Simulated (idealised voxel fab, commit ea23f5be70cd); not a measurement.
process module | voxel gate over fins
cross-section cut | 275 nm wide | cells 5 nm
A cross-section is a grid of square cells, given in bands from the top down. A band is one or more rows of cells.
Each band's line starts with the height of the band's top and of its bottom, in nm. Then come its materials from left to right, each with its width in nm. One material with "throughout" fills the band from edge to edge. "air" is empty space.
Height 0 is the level under which the wafer as received is all one material. The lowest band goes on downwards, as in "0 down".
A width such as "30 to 40" changes by the same amount from each row of cells to the next, from the band's top row to its bottom row.
"no change" after a step means that no cell of the cross-section changed.
closed voids: empty space of 8 cells or more with no open way to the top, each as width x height at its distance from the left edge, in nm
after a step's settings: what the simulator itself notes on the step
overlay nm, on a step with a mask: how far to the right of its planned place the mask lay; to the left if negative
Each pair below shows a cross-section before one step and the cross-section after it, down to the lowest band that changed. The line under each pair gives the step between them, with its settings. The pairs can come from different runs of this module on the same starting wafer, so a pair continues from the pair above only where its "before" says so.
before
  0 down: Si throughout
  closed voids: none
after
  10 to 0: SiN throughout
  below 0: unchanged
  closed voids: none
the step between: op CONFORMAL_DEP | material SiN | thk nm 10
before: the cross-section after the pair above
after
  25 to 10: aC throughout
  below 10: unchanged
  closed voids: none
the step between: op DIRECTIONAL_DEP | material aC | thk nm 15
before: the cross-section after the pair above
after
  55 to 25: air 100 | resist 15 | air 45 | resist 15 | air 100
  below 25: unchanged
  closed voids: none
the step between: op PATTERN | tone cover | mask id FINS | material resist | width nm 15 | pitch nm 60 | thk nm 30 | overlay nm 0
before: the cross-section after the pair above
after
  40 to 25: air 100 | resist 15 | air 45 | resist 15 | air 100
  25 to 10: air 100 | aC 15 | air 45 | aC 15 | air 100
  below 10: unchanged
  closed voids: none
the step between: op DIRECTIONAL_ETCH | etch materials aC | depth nm 15
before: the cross-section after the pair above
after
  25 to 10: air 100 | aC 15 | air 45 | aC 15 | air 100
  below 10: unchanged
  closed voids: none
the step between: op STRIP | etch materials resist
before: the cross-section after the pair above
after
  25 to 10: air 100 | aC 15 | air 45 | aC 15 | air 100
  10 to 0: air 100 | SiN 15 | air 45 | SiN 15 | air 100
  below 0: unchanged
  closed voids: none
the step between: op DIRECTIONAL_ETCH | etch materials SiN | depth nm 10
before: the cross-section after the pair above
after
  25 to 10: air 100 | aC 15 | air 45 | aC 15 | air 100
  10 to 0: air 100 | SiN 15 | air 45 | SiN 15 | air 100
  0 to -30: air 100 | Si 15 | air 45 | Si 15 | air 100
  below -30: unchanged
  closed voids: none
the step between: op DIRECTIONAL_ETCH | etch materials Si | depth nm 30
before: the cross-section after the pair above
after
  10 to 0: air 100 | SiN 15 | air 45 | SiN 15 | air 100
  below 0: unchanged
  closed voids: none
the step between: op STRIP | etch materials aC
before: the cross-section after the pair above
after
  20 to 10: SiO2 throughout
  10 to 0: SiO2 100 | SiN 15 | SiO2 45 | SiN 15 | SiO2 100
  0 to -30: SiO2 100 | Si 15 | SiO2 45 | Si 15 | SiO2 100
  below -30: unchanged
  closed voids: none
the step between: op FILL_DEP | material SiO2 | thk nm 10
before: the cross-section after the pair above
after
  10 to 0: SiO2 100 | SiN 15 | SiO2 45 | SiN 15 | SiO2 100
  below 0: unchanged
  closed voids: none
the step between: op CMP | height nm 10
before: the cross-section after the pair above
after
  25 to 10: aC throughout
  below 10: unchanged
  closed voids: none
the step between: op DIRECTIONAL_DEP | material aC | thk nm 15
before: the cross-section after the pair above
after
  60 to 25: resist 130 | air 15 | resist 130
  below 25: unchanged
  closed voids: none
the step between: op PATTERN | tone open | mask id RAIL | material resist | width nm 15 | thk nm 35 | overlay nm 0
before: the cross-section after the pair above
after
  45 to 25: resist 130 | air 15 | resist 130
  25 to 10: aC 130 | air 15 | aC 130
  below 10: unchanged
  closed voids: none
the step between: op DIRECTIONAL_ETCH | etch materials aC | depth nm 15
before: the cross-section after the pair above
after
  25 to 10: aC 130 | air 15 | aC 130
  below 10: unchanged
  closed voids: none
the step between: op STRIP | etch materials resist
before: the cross-section after the pair above
after
  25 to 10: aC 130 | air 15 | aC 130
  10 to 0: SiO2 100 | SiN 15 | SiO2 15 | air 15 | SiO2 15 | SiN 15 | SiO2 100
  0 to -25: SiO2 100 | Si 15 | SiO2 15 | air 15 | SiO2 15 | Si 15 | SiO2 100
  below -25: unchanged
  closed voids: none
the step between: op DIRECTIONAL_ETCH | etch materials SiO2 | depth nm 35
before: the cross-section after the pair above
after
  10 to 0: SiO2 100 | SiN 15 | SiO2 15 | air 15 | SiO2 15 | SiN 15 | SiO2 100
  below 0: unchanged
  closed voids: none
the step between: op STRIP | etch materials aC
before: the cross-section after the pair above
after
  15 to 10: TiN 135 | air 5 | TiN 135
  10 to 0: SiO2 100 | SiN 15 | SiO2 15 | TiN 5 | air 5 | TiN 5 | SiO2 15 | SiN 15 | SiO2 100
  0 to -20: SiO2 100 | Si 15 | SiO2 15 | TiN 5 | air 5 | TiN 5 | SiO2 15 | Si 15 | SiO2 100
  -20 to -25: SiO2 100 | Si 15 | SiO2 15 | TiN 15 | SiO2 15 | Si 15 | SiO2 100
  below -25: unchanged
  closed voids: none
the step between: op CONFORMAL_DEP | material TiN | thk nm 5
before: the cross-section after the pair above
after
  25 to 15: W throughout
  15 to 10: TiN 135 | W 5 | TiN 135
  10 to 0: SiO2 100 | SiN 15 | SiO2 15 | TiN 5 | W 5 | TiN 5 | SiO2 15 | SiN 15 | SiO2 100
  0 to -20: SiO2 100 | Si 15 | SiO2 15 | TiN 5 | W 5 | TiN 5 | SiO2 15 | Si 15 | SiO2 100
  below -20: unchanged
  closed voids: none
the step between: op FILL_DEP | material W | thk nm 10
before: the cross-section after the pair above
after
  10 to 0: SiO2 100 | SiN 15 | SiO2 15 | TiN 5 | W 5 | TiN 5 | SiO2 15 | SiN 15 | SiO2 100
  below 0: unchanged
  closed voids: none
the step between: op CMP | height nm 10
before: the cross-section after the pair above
after
  10 to 0: SiO2 100 | SiN 15 | SiO2 15 | air 15 | SiO2 15 | SiN 15 | SiO2 100
  0 to -15: SiO2 100 | Si 15 | SiO2 15 | air 15 | SiO2 15 | Si 15 | SiO2 100
  below -15: unchanged
  closed voids: none
the step between: op SELECTIVE_ETCH | etch materials W Ru TiN | depth nm 25
before: the cross-section after the pair above
after
  15 to 10: SiO2 throughout
  10 to 0: SiO2 100 | SiN 15 | SiO2 45 | SiN 15 | SiO2 100
  0 to -15: SiO2 100 | Si 15 | SiO2 45 | Si 15 | SiO2 100
  below -15: unchanged
  closed voids: none
the step between: op FILL_DEP | material SiO2 | thk nm 5
before: the cross-section after the pair above
after
  10 to 0: SiO2 100 | SiN 15 | SiO2 45 | SiN 15 | SiO2 100
  below 0: unchanged
  closed voids: none
the step between: op CMP | height nm 10
before: the cross-section after the pair above
after
  10 to 0: air 100 | SiN 15 | air 45 | SiN 15 | air 100
  0 to -10: air 100 | Si 15 | air 45 | Si 15 | air 100
  below -10: unchanged
  closed voids: none
the step between: op SELECTIVE_ETCH | etch materials SiO2 | depth nm 20
before: the cross-section after the pair above
after
  0 to -10: air 100 | Si 15 | air 45 | Si 15 | air 100
  below -10: unchanged
  closed voids: none
the step between: op STRIP | etch materials SiN
before: the cross-section after the pair above
after
  5 to 0: air 95 | HfO2 25 | air 35 | HfO2 25 | air 95
  0 to -5: air 95 | HfO2 5 | Si 15 | HfO2 5 | air 35 | HfO2 5 | Si 15 | HfO2 5 | air 95
  -5 to -10: HfO2 100 | Si 15 | HfO2 45 | Si 15 | HfO2 100
  below -10: unchanged
  closed voids: none
the step between: op CONFORMAL_DEP | material HfO2 | thk nm 5
before: the cross-section after the pair above
after
  10 to 5: air 90 | TiN 35 | air 25 | TiN 35 | air 90
  5 to 0: air 90 | TiN 5 | HfO2 25 | TiN 5 | air 25 | TiN 5 | HfO2 25 | TiN 5 | air 90
  0 to -5: TiN 95 | HfO2 5 | Si 15 | HfO2 5 | TiN 35 | HfO2 5 | Si 15 | HfO2 5 | TiN 95
  below -5: unchanged
  closed voids: none
the step between: op CONFORMAL_DEP | material TiN | thk nm 5
before: the cross-section after the pair above
after
  15 to 10: air 85 | TiAl 45 | air 15 | TiAl 45 | air 85
  10 to 5: air 85 | TiAl 5 | TiN 35 | TiAl 5 | air 15 | TiAl 5 | TiN 35 | TiAl 5 | air 85
  5 to 0: TiAl 90 | TiN 5 | HfO2 25 | TiN 5 | TiAl 25 | TiN 5 | HfO2 25 | TiN 5 | TiAl 90
  below 0: unchanged
  closed voids: none
the step between: op CONFORMAL_DEP | material TiAl | thk nm 5
before: the cross-section after the pair above
after
  20 to 15: air 80 | TiN 55 | air 5 | TiN 55 | air 80
  15 to 10: air 80 | TiN 5 | TiAl 45 | TiN 5 | air 5 | TiN 5 | TiAl 45 | TiN 5 | air 80
  10 to 5: TiN 85 | TiAl 5 | TiN 35 | TiAl 5 | TiN 15 | TiAl 5 | TiN 35 | TiAl 5 | TiN 85
  below 5: unchanged
  closed voids: none
the step between: op CONFORMAL_DEP | material TiN | thk nm 5
before: the cross-section after the pair above
after
  35 to 20: W throughout
  20 to 15: W 80 | TiN 55 | W 5 | TiN 55 | W 80
  15 to 10: W 80 | TiN 5 | TiAl 45 | TiN 5 | W 5 | TiN 5 | TiAl 45 | TiN 5 | W 80
  below 10: unchanged
  closed voids: none
the step between: op FILL_DEP | material W | thk nm 15
before: the cross-section after the pair above
after
  30 to 20: W throughout
  below 20: unchanged
  closed voids: none
the step between: op CMP | height nm 30
before: the cross-section after the pair above
after
  40 to 30: SiN throughout
  below 30: unchanged
  closed voids: none
the step between: op CONFORMAL_DEP | material SiN | thk nm 10
before
  5 to 0: air 95 | HfO2 25 | air 35 | HfO2 25 | air 95
  0 to -5: air 95 | HfO2 5 | Si 15 | HfO2 5 | air 35 | HfO2 5 | Si 15 | HfO2 5 | air 95
  -5 to -10: HfO2 100 | Si 15 | HfO2 45 | Si 15 | HfO2 100
  -10 to -15: SiO2 100 | Si 15 | SiO2 45 | Si 15 | SiO2 100
  -15 to -20: SiO2 100 | Si 15 | SiO2 15 | TiN 5 | W 5 | TiN 5 | SiO2 15 | Si 15 | SiO2 100
  -20 to -25: SiO2 100 | Si 15 | SiO2 15 | TiN 15 | SiO2 15 | Si 15 | SiO2 100
  -25 to -30: SiO2 100 | Si 15 | SiO2 45 | Si 15 | SiO2 100
  -30 down: Si throughout
  closed voids: none
after
  10 to 5: air 90 | TiAl 35 | air 25 | TiAl 35 | air 90
  5 to 0: air 90 | TiAl 5 | HfO2 25 | TiAl 5 | air 25 | TiAl 5 | HfO2 25 | TiAl 5 | air 90
  0 to -5: TiAl 95 | HfO2 5 | Si 15 | HfO2 5 | TiAl 35 | HfO2 5 | Si 15 | HfO2 5 | TiAl 95
  below -5: unchanged
  closed voids: none
the step between: op CONFORMAL_DEP | material TiAl | thk nm 5
before: the cross-section after the pair above
after
  15 to 10: air 85 | TiN 45 | air 15 | TiN 45 | air 85
  10 to 5: air 85 | TiN 5 | TiAl 35 | TiN 5 | air 15 | TiN 5 | TiAl 35 | TiN 5 | air 85
  5 to 0: TiN 90 | TiAl 5 | HfO2 25 | TiAl 5 | TiN 25 | TiAl 5 | HfO2 25 | TiAl 5 | TiN 90
  below 0: unchanged
  closed voids: none
the step between: op CONFORMAL_DEP | material TiN | thk nm 5
before: the cross-section after the pair above
after
  30 to 15: W throughout
  15 to 10: W 85 | TiN 45 | W 15 | TiN 45 | W 85
  10 to 5: W 85 | TiN 5 | TiAl 35 | TiN 5 | W 15 | TiN 5 | TiAl 35 | TiN 5 | W 85
  below 5: unchanged
  closed voids: none
the step between: op FILL_DEP | material W | thk nm 15
before: the cross-section after the pair above
after
  40 to 30: SiN throughout
  below 30: unchanged
  closed voids: none
the step between: op CONFORMAL_DEP | material SiN | thk nm 10
before
  10 to 0: air 100 | SiN 15 | air 45 | SiN 15 | air 100
  0 to -10: air 100 | Si 15 | air 45 | Si 15 | air 100
  -10 to -15: SiO2 100 | Si 15 | SiO2 45 | Si 15 | SiO2 100
  -15 to -20: SiO2 100 | Si 15 | SiO2 15 | TiN 5 | W 5 | TiN 5 | SiO2 15 | Si 15 | SiO2 100
  -20 to -25: SiO2 100 | Si 15 | SiO2 15 | TiN 15 | SiO2 15 | Si 15 | SiO2 100
  -25 to -30: SiO2 100 | Si 15 | SiO2 45 | Si 15 | SiO2 100
  -30 down: Si throughout
  closed voids: none
after
  10 to 0: air 100 | SiN 15 | air 45 | SiN 15 | air 100
  0 to -15: air 100 | Si 15 | air 45 | Si 15 | air 100
  -15 to -20: air 100 | Si 15 | air 15 | TiN 5 | W 5 | TiN 5 | air 15 | Si 15 | air 100
  -20 to -25: air 100 | Si 15 | air 15 | TiN 15 | air 15 | Si 15 | air 100
  -25 to -30: air 100 | Si 15 | air 20 | SiO2 5 | air 20 | Si 15 | air 100
  below -30: unchanged
  closed voids: none
the step between: op SELECTIVE_ETCH | etch materials SiO2 | depth nm 20
before: the cross-section after the pair above
after
  0 to -15: air 100 | Si 15 | air 45 | Si 15 | air 100
  below -15: unchanged
  closed voids: none
the step between: op STRIP | etch materials SiN
before: the cross-section after the pair above
after
  5 to 0: air 95 | HfO2 25 | air 35 | HfO2 25 | air 95
  0 to -10: air 95 | HfO2 5 | Si 15 | HfO2 5 | air 35 | HfO2 5 | Si 15 | HfO2 5 | air 95
  -10 to -15: air 95 | HfO2 5 | Si 15 | HfO2 5 | air 5 | HfO2 25 | air 5 | HfO2 5 | Si 15 | HfO2 5 | air 95
  -15 to -20: air 95 | HfO2 5 | Si 15 | HfO2 5 | air 5 | HfO2 5 | TiN 5 | W 5 | TiN 5 | HfO2 5 | air 5 | HfO2 5 | Si 15 | HfO2 5 | air 95
  -20 to -25: air 95 | HfO2 5 | Si 15 | HfO2 5 | air 5 | HfO2 5 | TiN 15 | HfO2 5 | air 5 | HfO2 5 | Si 15 | HfO2 5 | air 95
  -25 to -30: HfO2 100 | Si 15 | HfO2 20 | SiO2 5 | HfO2 20 | Si 15 | HfO2 100
  below -30: unchanged
  closed voids: none
the step between: op CONFORMAL_DEP | material HfO2 | thk nm 5
before: the cross-section after the pair above
after
  10 to 5: air 90 | TiN 35 | air 25 | TiN 35 | air 90
  5 to 0: air 90 | TiN 5 | HfO2 25 | TiN 5 | air 25 | TiN 5 | HfO2 25 | TiN 5 | air 90
  0 to -5: air 90 | TiN 5 | HfO2 5 | Si 15 | HfO2 5 | TiN 5 | air 25 | TiN 5 | HfO2 5 | Si 15 | HfO2 5 | TiN 5 | air 90
  -5 to -10: air 90 | TiN 5 | HfO2 5 | Si 15 | HfO2 5 | TiN 35 | HfO2 5 | Si 15 | HfO2 5 | TiN 5 | air 90
  -10 to -15: air 90 | TiN 5 | HfO2 5 | Si 15 | HfO2 5 | TiN 5 | HfO2 25 | TiN 5 | HfO2 5 | Si 15 | HfO2 5 | TiN 5 | air 90
  -15 to -20: air 90 | TiN 5 | HfO2 5 | Si 15 | HfO2 5 | TiN 5 | HfO2 5 | TiN 5 | W 5 | TiN 5 | HfO2 5 | TiN 5 | HfO2 5 | Si 15 | HfO2 5 | TiN 5 | air 90
  -20 to -25: TiN 95 | HfO2 5 | Si 15 | HfO2 5 | TiN 5 | HfO2 5 | TiN 15 | HfO2 5 | TiN 5 | HfO2 5 | Si 15 | HfO2 5 | TiN 95
  below -25: unchanged
  closed voids: none
the step between: op CONFORMAL_DEP | material TiN | thk nm 5
before: the cross-section after the pair above
after
  15 to 10: air 85 | TiAl 45 | air 15 | TiAl 45 | air 85
  10 to 5: air 85 | TiAl 5 | TiN 35 | TiAl 5 | air 15 | TiAl 5 | TiN 35 | TiAl 5 | air 85
  5 to 0: air 85 | TiAl 5 | TiN 5 | HfO2 25 | TiN 5 | TiAl 5 | air 15 | TiAl 5 | TiN 5 | HfO2 25 | TiN 5 | TiAl 5 | air 85
  0 to -5: air 85 | TiAl 5 | TiN 5 | HfO2 5 | Si 15 | HfO2 5 | TiN 5 | TiAl 25 | TiN 5 | HfO2 5 | Si 15 | HfO2 5 | TiN 5 | TiAl 5 | air 85
  -5 to -10: air 85 | TiAl 5 | TiN 5 | HfO2 5 | Si 15 | HfO2 5 | TiN 35 | HfO2 5 | Si 15 | HfO2 5 | TiN 5 | TiAl 5 | air 85
  -10 to -15: air 85 | TiAl 5 | TiN 5 | HfO2 5 | Si 15 | HfO2 5 | TiN 5 | HfO2 25 | TiN 5 | HfO2 5 | Si 15 | HfO2 5 | TiN 5 | TiAl 5 | air 85
  -15 to -20: TiAl 90 | TiN 5 | HfO2 5 | Si 15 | HfO2 5 | TiN 5 | HfO2 5 | TiN 5 | W 5 | TiN 5 | HfO2 5 | TiN 5 | HfO2 5 | Si 15 | HfO2 5 | TiN 5 | TiAl 90
  below -20: unchanged
  closed voids: none
the step between: op CONFORMAL_DEP | material TiAl | thk nm 5
before: the cross-section after the pair above
after
  20 to 15: air 80 | TiN 55 | air 5 | TiN 55 | air 80
  15 to 10: air 80 | TiN 5 | TiAl 45 | TiN 5 | air 5 | TiN 5 | TiAl 45 | TiN 5 | air 80
  10 to 5: air 80 | TiN 5 | TiAl 5 | TiN 35 | TiAl 5 | TiN 5 | air 5 | TiN 5 | TiAl 5 | TiN 35 | TiAl 5 | TiN 5 | air 80
  5 to 0: air 80 | TiN 5 | TiAl 5 | TiN 5 | HfO2 25 | TiN 5 | TiAl 5 | TiN 15 | TiAl 5 | TiN 5 | HfO2 25 | TiN 5 | TiAl 5 | TiN 5 | air 80
  0 to -5: air 80 | TiN 5 | TiAl 5 | TiN 5 | HfO2 5 | Si 15 | HfO2 5 | TiN 5 | TiAl 25 | TiN 5 | HfO2 5 | Si 15 | HfO2 5 | TiN 5 | TiAl 5 | TiN 5 | air 80
  -5 to -10: air 80 | TiN 5 | TiAl 5 | TiN 5 | HfO2 5 | Si 15 | HfO2 5 | TiN 35 | HfO2 5 | Si 15 | HfO2 5 | TiN 5 | TiAl 5 | TiN 5 | air 80
  -10 to -15: TiN 85 | TiAl 5 | TiN 5 | HfO2 5 | Si 15 | HfO2 5 | TiN 5 | HfO2 25 | TiN 5 | HfO2 5 | Si 15 | HfO2 5 | TiN 5 | TiAl 5 | TiN 85
  below -15: unchanged
  closed voids: none
the step between: op CONFORMAL_DEP | material TiN | thk nm 5
before: the cross-section after the pair above
after
  35 to 20: W throughout
  20 to 15: W 80 | TiN 55 | W 5 | TiN 55 | W 80
  15 to 10: W 80 | TiN 5 | TiAl 45 | TiN 5 | W 5 | TiN 5 | TiAl 45 | TiN 5 | W 80
  10 to 5: W 80 | TiN 5 | TiAl 5 | TiN 35 | TiAl 5 | TiN 5 | W 5 | TiN 5 | TiAl 5 | TiN 35 | TiAl 5 | TiN 5 | W 80
  5 to 0: W 80 | TiN 5 | TiAl 5 | TiN 5 | HfO2 25 | TiN 5 | TiAl 5 | TiN 15 | TiAl 5 | TiN 5 | HfO2 25 | TiN 5 | TiAl 5 | TiN 5 | W 80
  0 to -5: W 80 | TiN 5 | TiAl 5 | TiN 5 | HfO2 5 | Si 15 | HfO2 5 | TiN 5 | TiAl 25 | TiN 5 | HfO2 5 | Si 15 | HfO2 5 | TiN 5 | TiAl 5 | TiN 5 | W 80
  -5 to -10: W 80 | TiN 5 | TiAl 5 | TiN 5 | HfO2 5 | Si 15 | HfO2 5 | TiN 35 | HfO2 5 | Si 15 | HfO2 5 | TiN 5 | TiAl 5 | TiN 5 | W 80
  below -10: unchanged
  closed voids: none
the step between: op FILL_DEP | material W | thk nm 15
before: the cross-section after the pair above
after
  30 to 20: W throughout
  below 20: unchanged
  closed voids: none
the step between: op CMP | height nm 30
before: the cross-section after the pair above
after
  40 to 30: SiN throughout
  below 30: unchanged
  closed voids: none
the step between: op CONFORMAL_DEP | material SiN | thk nm 10
before
  10 to 0: SiO2 100 | SiN 15 | SiO2 45 | SiN 15 | SiO2 100
  0 to -15: SiO2 100 | Si 15 | SiO2 45 | Si 15 | SiO2 100
  -15 to -20: SiO2 100 | Si 15 | SiO2 15 | TiN 5 | W 5 | TiN 5 | SiO2 15 | Si 15 | SiO2 100
  -20 to -25: SiO2 100 | Si 15 | SiO2 15 | TiN 15 | SiO2 15 | Si 15 | SiO2 100
  -25 to -30: SiO2 100 | Si 15 | SiO2 45 | Si 15 | SiO2 100
  -30 down: Si throughout
  closed voids: none
after
  10 to 0: SiO2 100 | air 15 | SiO2 45 | air 15 | SiO2 100
  below 0: unchanged
  closed voids: none
the step between: op STRIP | etch materials SiN
before: the cross-section after the pair above
after
  0 to -10: air 100 | Si 15 | air 45 | Si 15 | air 100
  -10 to -15: SiO2 80 | air 20 | Si 15 | air 20 | SiO2 5 | air 20 | Si 15 | air 20 | SiO2 80
  -15 to -20: SiO2 80 | air 20 | Si 15 | air 15 | TiN 5 | W 5 | TiN 5 | air 15 | Si 15 | air 20 | SiO2 80
  below -20: unchanged
  closed voids: none
the step between: op SELECTIVE_ETCH | etch materials SiO2 | depth nm 20
before: the cross-section after the pair above
after
  5 to 0: air 95 | HfO2 25 | air 35 | HfO2 25 | air 95
  0 to -5: air 95 | HfO2 5 | Si 15 | HfO2 5 | air 35 | HfO2 5 | Si 15 | HfO2 5 | air 95
  -5 to -10: HfO2 85 | air 10 | HfO2 5 | Si 15 | HfO2 5 | air 10 | HfO2 15 | air 10 | HfO2 5 | Si 15 | HfO2 5 | air 10 | HfO2 85
  -10 to -15: SiO2 80 | HfO2 5 | air 10 | HfO2 5 | Si 15 | HfO2 5 | air 5 | HfO2 10 | SiO2 5 | HfO2 10 | air 5 | HfO2 5 | Si 15 | HfO2 5 | air 10 | HfO2 5 | SiO2 80
  -15 to -20: SiO2 80 | HfO2 20 | Si 15 | HfO2 15 | TiN 5 | W 5 | TiN 5 | HfO2 15 | Si 15 | HfO2 20 | SiO2 80
  below -20: unchanged
  closed voids: none
the step between: op CONFORMAL_DEP | material HfO2 | thk nm 5
before: the cross-section after the pair above
after
  10 to 5: air 90 | TiN 35 | air 25 | TiN 35 | air 90
  5 to 0: air 90 | TiN 5 | HfO2 25 | TiN 5 | air 25 | TiN 5 | HfO2 25 | TiN 5 | air 90
  0 to -5: TiN 95 | HfO2 5 | Si 15 | HfO2 5 | TiN 35 | HfO2 5 | Si 15 | HfO2 5 | TiN 95
  -5 to -10: HfO2 85 | TiN 10 | HfO2 5 | Si 15 | HfO2 5 | TiN 10 | HfO2 15 | TiN 10 | HfO2 5 | Si 15 | HfO2 5 | TiN 10 | HfO2 85
  -10 to -15: SiO2 80 | HfO2 5 | TiN 10 | HfO2 5 | Si 15 | HfO2 5 | TiN 5 | HfO2 10 | SiO2 5 | HfO2 10 | TiN 5 | HfO2 5 | Si 15 | HfO2 5 | TiN 10 | HfO2 5 | SiO2 80
  below -15: unchanged
  closed voids: none
the step between: op CONFORMAL_DEP | material TiN | thk nm 5
before: the cross-section after the pair above
after
  15 to 10: air 85 | TiAl 45 | air 15 | TiAl 45 | air 85
  10 to 5: air 85 | TiAl 5 | TiN 35 | TiAl 5 | air 15 | TiAl 5 | TiN 35 | TiAl 5 | air 85
  5 to 0: TiAl 90 | TiN 5 | HfO2 25 | TiN 5 | TiAl 25 | TiN 5 | HfO2 25 | TiN 5 | TiAl 90
  below 0: unchanged
  closed voids: none
the step between: op CONFORMAL_DEP | material TiAl | thk nm 5
before: the cross-section after the pair above
after
  20 to 15: air 80 | TiN 55 | air 5 | TiN 55 | air 80
  15 to 10: air 80 | TiN 5 | TiAl 45 | TiN 5 | air 5 | TiN 5 | TiAl 45 | TiN 5 | air 80
  10 to 5: TiN 85 | TiAl 5 | TiN 35 | TiAl 5 | TiN 15 | TiAl 5 | TiN 35 | TiAl 5 | TiN 85
  below 5: unchanged
  closed voids: none
the step between: op CONFORMAL_DEP | material TiN | thk nm 5
before: the cross-section after the pair above
after
  35 to 20: W throughout
  20 to 15: W 80 | TiN 55 | W 5 | TiN 55 | W 80
  15 to 10: W 80 | TiN 5 | TiAl 45 | TiN 5 | W 5 | TiN 5 | TiAl 45 | TiN 5 | W 80
  below 10: unchanged
  closed voids: none
the step between: op FILL_DEP | material W | thk nm 15
before: the cross-section after the pair above
after
  30 to 20: W throughout
  below 20: unchanged
  closed voids: none
the step between: op CMP | height nm 30
before: the cross-section after the pair above
after
  40 to 30: SiN throughout
  below 30: unchanged
  closed voids: none
the step between: op CONFORMAL_DEP | material SiN | thk nm 10
before
  5 to 0: air 95 | HfO2 25 | air 35 | HfO2 25 | air 95
  0 to -5: air 95 | HfO2 5 | Si 15 | HfO2 5 | air 35 | HfO2 5 | Si 15 | HfO2 5 | air 95
  -5 to -10: HfO2 100 | Si 15 | HfO2 45 | Si 15 | HfO2 100
  -10 to -15: SiO2 100 | Si 15 | SiO2 45 | Si 15 | SiO2 100
  -15 to -20: SiO2 100 | Si 15 | SiO2 15 | TiN 5 | W 5 | TiN 5 | SiO2 15 | Si 15 | SiO2 100
  -20 to -25: SiO2 100 | Si 15 | SiO2 15 | TiN 15 | SiO2 15 | Si 15 | SiO2 100
  -25 to -30: SiO2 100 | Si 15 | SiO2 45 | Si 15 | SiO2 100
  -30 down: Si throughout
  closed voids: none
after
  20 to 10: air 80 | TiN 55 | air 5 | TiN 55 | air 80
  10 to 5: TiN throughout
  5 to 0: TiN 95 | HfO2 25 | TiN 35 | HfO2 25 | TiN 95
  0 to -5: TiN 95 | HfO2 5 | Si 15 | HfO2 5 | TiN 35 | HfO2 5 | Si 15 | HfO2 5 | TiN 95
  below -5: unchanged
  closed voids: none
the step between: op CONFORMAL_DEP | material TiN | thk nm 15
before: the cross-section after the pair above
after
  25 to 20: air 75 | TiAl 125 | air 75
  20 to 15: air 75 | TiAl 5 | TiN 55 | TiAl 5 | TiN 55 | TiAl 5 | air 75
  15 to 10: TiAl 80 | TiN 55 | TiAl 5 | TiN 55 | TiAl 80
  below 10: unchanged
  closed voids: none
the step between: op CONFORMAL_DEP | material TiAl | thk nm 5
before: the cross-section after the pair above
after
  30 to 25: air 70 | TiN 135 | air 70
  25 to 20: air 70 | TiN 5 | TiAl 125 | TiN 5 | air 70
  20 to 15: TiN 75 | TiAl 5 | TiN 55 | TiAl 5 | TiN 55 | TiAl 5 | TiN 75
  below 15: unchanged
  closed voids: none
the step between: op CONFORMAL_DEP | material TiN | thk nm 5
before: the cross-section after the pair above
after
  45 to 30: W throughout
  30 to 25: W 70 | TiN 135 | W 70
  25 to 20: W 70 | TiN 5 | TiAl 125 | TiN 5 | W 70
  below 20: unchanged
  closed voids: none
the step between: op FILL_DEP | material W | thk nm 15
before: the cross-section after the pair above
after
  30 to 25: W 70 | TiN 135 | W 70
  below 25: unchanged
  closed voids: none
the step between: op CMP | height nm 30
before: the cross-section after the pair above
after
  40 to 30: SiN throughout
  below 30: unchanged
  closed voids: none
the step between: op CONFORMAL_DEP | material SiN | thk nm 10
before
  25 to 10: aC throughout
  10 to 0: SiO2 100 | SiN 15 | SiO2 45 | SiN 15 | SiO2 100
  0 to -30: SiO2 100 | Si 15 | SiO2 45 | Si 15 | SiO2 100
  -30 down: Si throughout
  closed voids: none
after
  60 to 25: resist 130 | air 20 | resist 125
  below 25: unchanged
  closed voids: none
the step between: op PATTERN | tone open | mask id RAIL | material resist | width nm 20 | thk nm 35 | overlay nm 0
before: the cross-section after the pair above
after
  45 to 25: resist 130 | air 20 | resist 125
  25 to 10: aC 130 | air 20 | aC 125
  below 10: unchanged
  closed voids: none
the step between: op DIRECTIONAL_ETCH | etch materials aC | depth nm 15
before: the cross-section after the pair above
after
  25 to 10: aC 130 | air 20 | aC 125
  below 10: unchanged
  closed voids: none
the step between: op STRIP | etch materials resist
before: the cross-section after the pair above
after
  25 to 10: aC 130 | air 20 | aC 125
  10 to 0: SiO2 100 | SiN 15 | SiO2 15 | air 20 | SiO2 10 | SiN 15 | SiO2 100
  0 to -25: SiO2 100 | Si 15 | SiO2 15 | air 20 | SiO2 10 | Si 15 | SiO2 100
  below -25: unchanged
  closed voids: none
the step between: op DIRECTIONAL_ETCH | etch materials SiO2 | depth nm 35
before: the cross-section after the pair above
after
  10 to 0: SiO2 100 | SiN 15 | SiO2 15 | air 20 | SiO2 10 | SiN 15 | SiO2 100
  below 0: unchanged
  closed voids: none
the step between: op STRIP | etch materials aC
before: the cross-section after the pair above
after
  15 to 10: TiN 135 | air 10 | TiN 130
  10 to 0: SiO2 100 | SiN 15 | SiO2 15 | TiN 5 | air 10 | TiN 5 | SiO2 10 | SiN 15 | SiO2 100
  0 to -20: SiO2 100 | Si 15 | SiO2 15 | TiN 5 | air 10 | TiN 5 | SiO2 10 | Si 15 | SiO2 100
  -20 to -25: SiO2 100 | Si 15 | SiO2 15 | TiN 20 | SiO2 10 | Si 15 | SiO2 100
  below -25: unchanged
  closed voids: none
the step between: op CONFORMAL_DEP | material TiN | thk nm 5
before: the cross-section after the pair above
after
  25 to 15: W throughout
  15 to 10: TiN 135 | W 10 | TiN 130
  10 to 0: SiO2 100 | SiN 15 | SiO2 15 | TiN 5 | W 10 | TiN 5 | SiO2 10 | SiN 15 | SiO2 100
  0 to -20: SiO2 100 | Si 15 | SiO2 15 | TiN 5 | W 10 | TiN 5 | SiO2 10 | Si 15 | SiO2 100
  below -20: unchanged
  closed voids: none
the step between: op FILL_DEP | material W | thk nm 10
before: the cross-section after the pair above
after
  10 to 0: SiO2 100 | SiN 15 | SiO2 15 | TiN 5 | W 10 | TiN 5 | SiO2 10 | SiN 15 | SiO2 100
  below 0: unchanged
  closed voids: none
the step between: op CMP | height nm 10
before: the cross-section after the pair above
after
  10 to 0: SiO2 100 | SiN 15 | SiO2 15 | air 20 | SiO2 10 | SiN 15 | SiO2 100
  0 to -15: SiO2 100 | Si 15 | SiO2 15 | air 20 | SiO2 10 | Si 15 | SiO2 100
  below -15: unchanged
  closed voids: none
the step between: op SELECTIVE_ETCH | etch materials W Ru TiN | depth nm 25
before: the cross-section after the pair above
after
  15 to 10: SiO2 throughout
  10 to 0: SiO2 100 | SiN 15 | SiO2 45 | SiN 15 | SiO2 100
  0 to -15: SiO2 100 | Si 15 | SiO2 45 | Si 15 | SiO2 100
  below -15: unchanged
  closed voids: none
the step between: op FILL_DEP | material SiO2 | thk nm 5
before: the cross-section after the pair above
after
  10 to 0: SiO2 100 | SiN 15 | SiO2 45 | SiN 15 | SiO2 100
  below 0: unchanged
  closed voids: none
the step between: op CMP | height nm 10
